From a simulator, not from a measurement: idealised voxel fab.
process module | voxel wiring stack
cross-section cut | 260 nm wide | cells 5 nm
A cross-section is a grid of square cells, given in bands from the top down. A band is one or more rows of cells.
Each band's line starts with the height of the band's top and of its bottom, in nm. Then come its materials from left to right, each with its width in nm. One material with "throughout" fills the band from edge to edge. "air" is empty space.
Height 0 is the level under which the wafer as received is all one material. The lowest band goes on downwards, as in "0 down".
A width such as "30 to 40" changes by the same amount from each row of cells to the next, from the band's top row to its bottom row.
"no change" after a step means that no cell of the cross-section changed.
closed voids: empty space of 8 cells or more with no open way to the top, each as width x height at its distance from the left edge, in nm
after a step's settings: what the simulator itself notes on the step
overlay nm, on a step with a mask: how far to the right of its planned place the mask lay; to the left if negative
plan
1 op RECEIVE | material Si
2 op CONFORMAL_DEP | material SiO2 | thk nm 15
3 op CONFORMAL_DEP | material SiCN | thk nm 5
4 op DIRECTIONAL_DEP | material lowk | thk nm 20
5 op MASKED_ETCH | tone open | mask id METAL_1 | width nm 25 | pitch nm 50 | etch materials lowk | depth nm 20 | overlay nm 0
6 op MASKED_ETCH | tone open | mask id METAL_1 | width nm 25 | pitch nm 50 | etch materials SiCN | depth nm 5 | overlay nm 0
7 op CONFORMAL_DEP | material TiN | thk nm 5
8 op FILL_DEP | material Cu | thk nm 10
9 op CMP | height nm 40
10 op CONFORMAL_DEP | material SiCN | thk nm 5
11 op DIRECTIONAL_DEP | material lowk | thk nm 15
12 op MASKED_ETCH | tone open | mask id PLUG_1 | width nm 15 | pitch nm 100 | etch materials lowk | depth nm 15 | overlay nm 0
13 op MASKED_ETCH | tone open | mask id PLUG_1 | width nm 15 | pitch nm 100 | etch materials SiCN | depth nm 5 | overlay nm 0
14 op EPI | material Ru | thk nm 10
15 op EPI | material Ru | thk nm 10
16 op CONFORMAL_DEP | material SiCN | thk nm 5
17 op DIRECTIONAL_DEP | material SiO2 | thk nm 25
18 op DIRECTIONAL_DEP | material aC | thk nm 15
19 op PATTERN | tone open | mask id METAL_2 | material resist | width nm 25 | pitch nm 50 | thk nm 30 | overlay nm 0
20 op DIRECTIONAL_ETCH | etch materials aC | depth nm 15
21 op STRIP | etch materials resist
22 op DIRECTIONAL_ETCH | etch materials SiO2 | depth nm 25
23 op DIRECTIONAL_ETCH | etch materials SiCN | depth nm 5
24 op STRIP | etch materials aC
25 op CONFORMAL_DEP | material TiN | thk nm 5
26 op FILL_DEP | material Cu | thk nm 5
27 op CMP | height nm 90
28 op CONFORMAL_DEP | material SiCN | thk nm 5
29 op DIRECTIONAL_DEP | material SiO2 | thk nm 15
30 op DIRECTIONAL_DEP | material aC | thk nm 15
31 op PATTERN | tone open | mask id PLUG_2 | material resist | width nm 15 | pitch nm 50 | thk nm 30 | overlay nm 0
32 op DIRECTIONAL_ETCH | etch materials aC | depth nm 15
33 op STRIP | etch materials resist
34 op DIRECTIONAL_ETCH | etch materials SiO2 | depth nm 15
35 op DIRECTIONAL_ETCH | etch materials SiCN | depth nm 5
36 op STRIP | etch materials aC
37 op CONFORMAL_DEP | material TiN | thk nm 5
38 op FILL_DEP | material Cu | thk nm 10
39 op CMP | height nm 110
40 op DIRECTIONAL_DEP | material TiN | thk nm 5
41 op DIRECTIONAL_DEP | material Ru | thk nm 20
42 op PATTERN | tone cover | mask id METAL_3 | material resist | width nm 25 | pitch nm 50 | thk nm 15 | overlay nm 0
43 op DIRECTIONAL_ETCH | etch materials Ru | depth nm 20
44 op DIRECTIONAL_ETCH | etch materials TiN | depth nm 5
45 op STRIP | etch materials resist
46 op FILL_DEP | material lowk | thk nm 5
47 op CMP | height nm 135
48 op CONFORMAL_DEP | material SiCN | thk nm 5
49 op DIRECTIONAL_DEP | material lowk | thk nm 20
50 op MASKED_ETCH | tone open | mask id PLUG_3 | width nm 15 | pitch nm 50 | etch materials lowk | depth nm 20 | overlay nm 0
51 op MASKED_ETCH | tone open | mask id PLUG_3 | width nm 15 | pitch nm 50 | etch materials SiCN | depth nm 5 | overlay nm 0
52 op EPI | material Ru | thk nm 10
53 op EPI | material Ru | thk nm 10
54 op EPI | material Ru | thk nm 5
55 op CONFORMAL_DEP | material SiCN | thk nm 5
56 op DIRECTIONAL_DEP | material lowk | thk nm 15
57 op PATTERN | tone open | mask id METAL_4 | material resist | width nm 25 | pitch nm 50 | thk nm 15 | overlay nm 0
58 op DIRECTIONAL_ETCH | etch materials lowk | depth nm 15
59 op DIRECTIONAL_ETCH | etch materials SiCN | depth nm 5
60 op STRIP | etch materials resist
61 op CONFORMAL_DEP | material TiN | thk nm 5
62 op FILL_DEP | material Ru | thk nm 5
63 op CMP | height nm 180
64 op CONFORMAL_DEP | material SiCN | thk nm 5
as received, after step 1
  0 down: Si throughout
  closed voids: none
first wafer at the end, as planned
  185 to 180: SiCN throughout
  180 to 165: lowk 40 | TiN 5 | Ru 15 | TiN 5 | lowk 25 | TiN 5 | Ru 15 | TiN 5 | lowk 25 | TiN 5 | Ru 15 | TiN 5 | lowk 25 | TiN 5 | Ru 15 | TiN 5 | lowk 45
  165 to 160: SiCN 40 | TiN 25 | SiCN 25 | TiN 25 | SiCN 25 | TiN 25 | SiCN 25 | TiN 25 | SiCN 45
  160 to 140: lowk 40 | Ru 15 | lowk 35 | Ru 15 | lowk 35 | Ru 15 | lowk 35 | Ru 15 | lowk 55
  140 to 135: SiCN 40 | Ru 15 | SiCN 35 | Ru 15 | SiCN 35 | Ru 15 | SiCN 35 | Ru 15 | SiCN 55
  135 to 115: lowk 40 | Ru 25 | lowk 25 | Ru 25 | lowk 25 | Ru 25 | lowk 25 | Ru 25 | lowk 45
  115 to 110: lowk 40 | TiN 25 | lowk 25 | TiN 25 | lowk 25 | TiN 25 | lowk 25 | TiN 25 | lowk 45
  110 to 95: SiO2 40 | TiN 5 | Cu 5 | TiN 5 | SiO2 35 | TiN 5 | Cu 5 | TiN 5 | SiO2 35 | TiN 5 | Cu 5 | TiN 5 | SiO2 35 | TiN 5 | Cu 5 | TiN 5 | SiO2 55
  95 to 90: SiCN 40 | TiN 15 | SiCN 35 | TiN 15 | SiCN 35 | TiN 15 | SiCN 35 | TiN 15 | SiCN 55
  90 to 65: SiO2 40 | TiN 5 | Cu 15 | TiN 5 | SiO2 25 | TiN 5 | Cu 15 | TiN 5 | SiO2 25 | TiN 5 | Cu 15 | TiN 5 | SiO2 25 | TiN 5 | Cu 15 | TiN 5 | SiO2 45
  65 to 60: SiCN 40 | TiN 25 | SiCN 25 | TiN 25 | SiCN 25 | TiN 25 | SiCN 25 | TiN 25 | SiCN 45
  60 to 45: lowk 40 | Ru 15 | lowk 85 | Ru 15 | lowk 105
  45 to 40: SiCN 40 | Ru 15 | SiCN 85 | Ru 15 | SiCN 105
  40 to 20: lowk 40 | TiN 5 | Cu 15 | TiN 5 | lowk 25 | TiN 5 | Cu 15 | TiN 5 | lowk 25 | TiN 5 | Cu 15 | TiN 5 | lowk 25 | TiN 5 | Cu 15 | TiN 5 | lowk 45
  20 to 15: SiCN 40 | TiN 25 | SiCN 25 | TiN 25 | SiCN 25 | TiN 25 | SiCN 25 | TiN 25 | SiCN 45
  15 to 0: SiO2 throughout
  0 down: Si throughout
  closed voids: none
second wafer at the end: like start, like plan, one mistake
  185 to 180: SiCN throughout
  180 to 165: lowk 40 | TiN 5 | Ru 15 | TiN 5 | lowk 25 | TiN 5 | Ru 15 | TiN 5 | lowk 25 | TiN 5 | Ru 15 | TiN 5 | lowk 25 | TiN 5 | Ru 15 | TiN 5 | lowk 45
  165 to 160: SiCN 40 | TiN 25 | SiCN 25 | TiN 25 | SiCN 25 | TiN 25 | SiCN 25 | TiN 25 | SiCN 45
  160 to 140: lowk 40 | Ru 15 | lowk 35 | Ru 15 | lowk 35 | Ru 15 | lowk 35 | Ru 15 | lowk 55
  140 to 135: SiCN 40 | Ru 15 | SiCN 35 | Ru 15 | SiCN 35 | Ru 15 | SiCN 35 | Ru 15 | SiCN 55
  135 to 115: lowk 40 | Ru 25 | lowk 25 | Ru 25 | lowk 25 | Ru 25 | lowk 25 | Ru 25 | lowk 45
  115 to 110: lowk 40 | TiN 25 | lowk 25 | TiN 25 | lowk 25 | TiN 25 | lowk 25 | TiN 25 | lowk 45
  110 to 95: SiO2 35 | TiN 5 | Cu 15 | TiN 5 | SiO2 25 | TiN 5 | Cu 15 | TiN 5 | SiO2 25 | TiN 5 | Cu 15 | TiN 5 | SiO2 25 | TiN 5 | Cu 15 | TiN 5 | SiO2 50
  95 to 90: SiCN 35 | TiN 25 | SiCN 25 | TiN 25 | SiCN 25 | TiN 25 | SiCN 25 | TiN 25 | SiCN 50
  90 to 65: SiO2 40 | TiN 5 | Cu 15 | TiN 5 | SiO2 25 | TiN 5 | Cu 15 | TiN 5 | SiO2 25 | TiN 5 | Cu 15 | TiN 5 | SiO2 25 | TiN 5 | Cu 15 | TiN 5 | SiO2 45
  65 to 60: SiCN 40 | TiN 25 | SiCN 25 | TiN 25 | SiCN 25 | TiN 25 | SiCN 25 | TiN 25 | SiCN 45
  60 to 45: lowk 40 | Ru 15 | lowk 85 | Ru 15 | lowk 105
  45 to 40: SiCN 40 | Ru 15 | SiCN 85 | Ru 15 | SiCN 105
  40 to 20: lowk 40 | TiN 5 | Cu 15 | TiN 5 | lowk 25 | TiN 5 | Cu 15 | TiN 5 | lowk 25 | TiN 5 | Cu 15 | TiN 5 | lowk 25 | TiN 5 | Cu 15 | TiN 5 | lowk 45
  20 to 15: SiCN 40 | TiN 25 | SiCN 25 | TiN 25 | SiCN 25 | TiN 25 | SiCN 25 | TiN 25 | SiCN 45
  15 to 0: SiO2 throughout
  0 down: Si throughout
  closed voids: none
what went wrong: step 31 ran as: op PATTERN | tone open | mask id PLUG_2 | material resist | width nm 25 | pitch nm 50 | thk nm 30 | overlay nm 0
at the end the second wafer has, in cells: 24 more of Cu | 8 fewer of SiCN | 24 fewer of SiO2 | 8 more of TiN
